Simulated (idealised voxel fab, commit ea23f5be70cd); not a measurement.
Herein follows the process module entitled voxel ribs on slabs.
Square cell edge 5 nm, section width 185 nm, ID cut.
This document writes a cross-section as a grid whose cells are square, and gives it as bands, listed from the top down; one or more rows of cells form a band. Band entry format. Leading values: height of top, height of bottom, nm. Remainder: materials in left-to-right order, each with its width in nm. Special words: "all across" on a single material, which then fills the band edge to edge; "empty", empty space. Note: height 0 marks the level under which the wafer is uniformly one material as received. Lowest band unbounded below, written "0..down". Note: "30->40" means the width goes from the first number (top row of the band) to the second number (bottom row) in equal steps per row of cells. Key: "nothing got changed" - step with no changed cell in the cross-section. If an empty space has no open way to the top and is at least 8 cells in size, "Closed internal voids" lists it, written width x height at distance, where distance is measured from the left edge and every value is in nm. Whatever follows a step's settings on its line is a remark the simulator itself makes about that step. overlay nm: mask right of planned place by this much (step with mask). Neg. = left.

Process steps foreseen in the plan
- 1: RECEIVE with material Si
- 2: DIRECTIONAL_DEP with material SiO2, thk nm 20
- 3: DIRECTIONAL_DEP with material polySi, thk nm 25
- 4: MASKED_ETCH with tone cover, mask id RIB, width nm 30, etch materials polySi, depth nm 20, overlay nm 0
- 5: PATTERN with tone cover, mask id SLAB, material resist, width nm 80, thk nm 20, overlay nm 0
- 6: DIRECTIONAL_ETCH with etch materials polySi, depth nm 5
- 7: STRIP with etch materials resist
- 8: FILL_DEP with material SiO2, thk nm 20
- 9: CMP with height nm 60
- 10: DIRECTIONAL_DEP with material TiN, thk nm 5
- 11: MASKED_ETCH with tone cover, mask id HEATER, width nm 40, etch materials TiN, depth nm 5, overlay nm 0
- 12: CONFORMAL_DEP with material SiN, thk nm 5

Cross-section of the incoming wafer, state after step 1
> 0..down | Si all across
> Closed internal voids: none

Final cross-section, module run with one mistake (start and plan as above)
> 70..65 | 65 of empty, 50 of SiN, 70 of empty
> 65..60 | 70 of SiN, 40 of TiN, 75 of SiN
> 60..45 | SiO2 all across
> 45..25 | 75 of SiO2, 30 of polySi, 80 of SiO2
> 25..20 | 55 of SiO2, 80 of polySi, 50 of SiO2
> 20..0 | SiO2 all across
> 0..down | Si all across
> Closed internal voids: none
What went wrong in running the wafer? for step 5, the planned setting was not used; the step was instead run as PATTERN with tone cover, mask id SLAB, material resist, width nm 80, thk nm 20, overlay nm 5
